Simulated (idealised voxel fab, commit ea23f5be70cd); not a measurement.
Documented hereafter: the process module known as voxel self aligned contacts.
Displayed cross-section: cut, width of 285 nm, square cells sized 5 nm.
We lay out every cross-section as a grid of square cells and spell it out in bands from the top down, where one band means one or more rows of cells.
Basically the band line says how high the top is and how high the bottom is, in nm, and then what's in it from left to right, every material with its width in nm. Empty space shows up as "blank", and if a single material carries "throughout" it runs the full band edge to edge.
A quick word on heights: they are counted from 0, and under that level the wafer as it came to us is one material throughout. The lowest band is different from the rest in having no bottom; it simply continues downward, written as in "z 0 and below".
Per-row width for "30 to 40": begins at first number (top row of band), ends at second number (bottom row), increment between rows held constant.
"all unchanged", as given for a step, is the statement that not any cell of the cross-section underwent a change during that step.
In "Enclosed internal cavities" the enclosed voids are listed, meaning empty spaces of 8 cells or larger without any opening to the top. The form is width x height at distance, distance from the left edge, units nm.
What comes after the settings on a step's line is commentary from the simulator itself on that step.
When a step includes a mask, the "overlay nm" setting on its line states how far to the right of its planned place that mask lay, and negative values state how far to the left.

List of planned process steps
1 RECEIVE | material Si
2 CONFORMAL_DEP | material SiO2 | thk nm 5
3 DIRECTIONAL_DEP | material polySi | thk nm 25
4 DIRECTIONAL_DEP | material SiN | thk nm 15
5 DIRECTIONAL_DEP | material aC | thk nm 15
6 PATTERN | tone cover | mask id GATE | material resist | width nm 35 | pitch nm 60 | thk nm 30 | overlay nm 0
7 DIRECTIONAL_ETCH | etch materials aC | depth nm 15
8 STRIP | etch materials resist
9 DIRECTIONAL_ETCH | etch materials SiN | depth nm 15
10 DIRECTIONAL_ETCH | etch materials polySi | depth nm 25
11 STRIP | etch materials aC
12 CONFORMAL_DEP | material SiN | thk nm 5
13 DIRECTIONAL_ETCH | etch materials SiN | depth nm 5
14 FILL_DEP | material SiO2 | thk nm 15
15 CMP | height nm 55
16 DIRECTIONAL_DEP | material aC | thk nm 15
17 PATTERN | tone open | mask id CONTACT | material resist | width nm 45 | pitch nm 60 | thk nm 35 | overlay nm 0
18 DIRECTIONAL_ETCH | etch materials aC | depth nm 15
19 STRIP | etch materials resist
20 DIRECTIONAL_ETCH | etch materials SiO2 | depth nm 55
21 STRIP | etch materials aC
22 CONFORMAL_DEP | material TiN | thk nm 5
23 FILL_DEP | material Ru | thk nm 5
24 CMP | height nm 55
25 CONFORMAL_DEP | material SiCN | thk nm 5

Here's what the wafer looked like in cross-section when it arrived - that's after step 1
    z 0 and below: Si throughout
    Enclosed internal cavities: none

The first of two wafers, cross-sectioned at the end of the module, with the run proceeding as planned
    z 60 to 55: SiCN throughout
    z 55 to 45: 90 SiO2; 5 to 20 TiN; 35 to 5 Ru; 5 to 20 TiN; 15 SiO2; 5 to 20 TiN; 35 to 5 Ru; 5 to 20 TiN; 90 SiO2
    z 45 to 30: 60 SiO2; 45 SiN; 5 TiN; 5 Ru; 5 TiN; 45 SiN; 5 TiN; 5 Ru; 5 TiN; 45 SiN; 60 SiO2
    z 30 to 5: 60 SiO2; 5 SiN; 35 polySi; 5 SiN; 5 TiN; 5 Ru; 5 TiN; 5 SiN; 35 polySi; 5 SiN; 5 TiN; 5 Ru; 5 TiN; 5 SiN; 35 polySi; 5 SiN; 60 SiO2
    z 5 to 0: 105 SiO2; 15 TiN; 45 SiO2; 15 TiN; 105 SiO2
    z 0 and below: Si throughout
    Enclosed internal cavities: none

Second wafer cross-section at end of module - shared start and plan with the first, one mistake in the run
    z 60 to 55: SiCN throughout
    z 55 to 45: 90 SiO2; 5 to 20 TiN; 35 to 5 Ru; 5 to 20 TiN; 15 SiO2; 5 to 20 TiN; 35 to 5 Ru; 5 to 20 TiN; 90 SiO2
    z 45 to 30: 60 SiO2; 45 SiN; 5 TiN; 5 Ru; 5 TiN; 45 SiN; 5 TiN; 5 Ru; 5 TiN; 45 SiN; 60 SiO2
    z 30 to 15: 60 SiO2; 5 SiN; 35 polySi; 5 SiN; 5 TiN; 5 Ru; 5 TiN; 5 SiN; 35 polySi; 5 SiN; 5 TiN; 5 Ru; 5 TiN; 5 SiN; 35 polySi; 5 SiN; 60 SiO2
    z 15 to 10: 60 SiO2; 5 SiN; 35 polySi; 5 SiN; 15 TiN; 5 SiN; 35 polySi; 5 SiN; 15 TiN; 5 SiN; 35 polySi; 5 SiN; 60 SiO2
    z 10 to 5: 65 SiN; 35 polySi; 25 SiN; 35 polySi; 25 SiN; 35 polySi; 65 SiN
    z 5 to 0: SiO2 throughout
    z 0 and below: Si throughout
    Enclosed internal cavities: none
Deviation noted in wafer processing: steps 12 and 13: order swapped relative to plan
Count the cells at the end and the second wafer has more or fewer of some materials than the first: -4 Ru, +30 SiN, -18 SiO2, -8 TiN
